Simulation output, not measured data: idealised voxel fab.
Title: Process Module voxel plated lines
Section cut is 230 nm wide and gridded with 5 nm square cells.
In this document a cross-section is written as a grid of square cells. It is given as a series of bands, listed from the top down, and a band is one or more rows of cells. Look at the band entry: it leads with the top's height and the bottom's height in nm. Then it lists the materials left to right, with a width in nm for each. The word "edge to edge" on a single material says that material fills the band edge to edge. The word "empty" is empty space. Height reference: 0 = level under which incoming wafer is all one material. Lowest band: no bottom, runs on downward, e.g. "0..down". A width given as "30->40" starts at the first number in the band's top row and ends at the second number in its bottom row, shifting by an equal amount at every step from row to row. "no alteration", as given for a step, is the statement that not any cell of the cross-section underwent a change during that step. Basically, "Fully sealed voids" tells you about the enclosed voids: empty spaces with no open way to the top, 8 cells or bigger, each written width x height at distance, where distance is from the left edge, all in nm. That trailing text on a step's line, after the settings, is the simulator's own remark on the step. Regarding "overlay nm": on a step with a mask, it is the distance the mask lay to the right of its planned place; a negative value places it to the left.
[The following list gives the planned process steps]
1,RECEIVE (material Si)
2,CONFORMAL_DEP (material Al2O3; thk nm 5)
3,DIRECTIONAL_DEP (material TiN; thk nm 5)
4,PATTERN (tone open; mask id LINES; material resist; width nm 20; pitch nm 50; thk nm 25; overlay nm 0)
5,EPI (material Ru; thk nm 5)
6,EPI (material Ru; thk nm 10)
7,STRIP (etch materials resist)
8,DIRECTIONAL_ETCH (etch materials TiN; depth nm 5)
9,CONFORMAL_DEP (material SiN; thk nm 5)
[Wafer cross-section on receipt, i.e. after step 1]
    0..down = Si edge to edge
    Fully sealed voids: none
[Module complete - cross-section of the first of two wafers, run according to plan]
    30..25 = 50 empty  30 SiN  20 empty  30 SiN  20 empty  30 SiN  50 empty
    25..10 = 50 empty  5 SiN  20 Ru  5 SiN  20 empty  5 SiN  20 Ru  5 SiN  20 empty  5 SiN  20 Ru  5 SiN  50 empty
    10..5 = 55 SiN  20 TiN  30 SiN  20 TiN  30 SiN  20 TiN  55 SiN
    5..0 = Al2O3 edge to edge
    0..down = Si edge to edge
    Fully sealed voids: none
[End of module, second wafer, cross-section. Started like the first, planned like the first, run with one mistake]
    30..25 = 50 empty  30 Al2O3  20 empty  30 Al2O3  20 empty  30 Al2O3  50 empty
    25..10 = 50 empty  5 Al2O3  20 Ru  5 Al2O3  20 empty  5 Al2O3  20 Ru  5 Al2O3  20 empty  5 Al2O3  20 Ru  5 Al2O3  50 empty
    10..5 = 55 Al2O3  20 TiN  30 Al2O3  20 TiN  30 Al2O3  20 TiN  55 Al2O3
    5..0 = Al2O3 edge to edge
    0..down = Si edge to edge
    Fully sealed voids: none
Diagnosis: step 9 changed vs plan, executed as CONFORMAL_DEP (material Al2O3; thk nm 5)
The final cell counts differ between the wafers, with the second having more or fewer of some materials than the first: Al2O3 +70, SiN -70
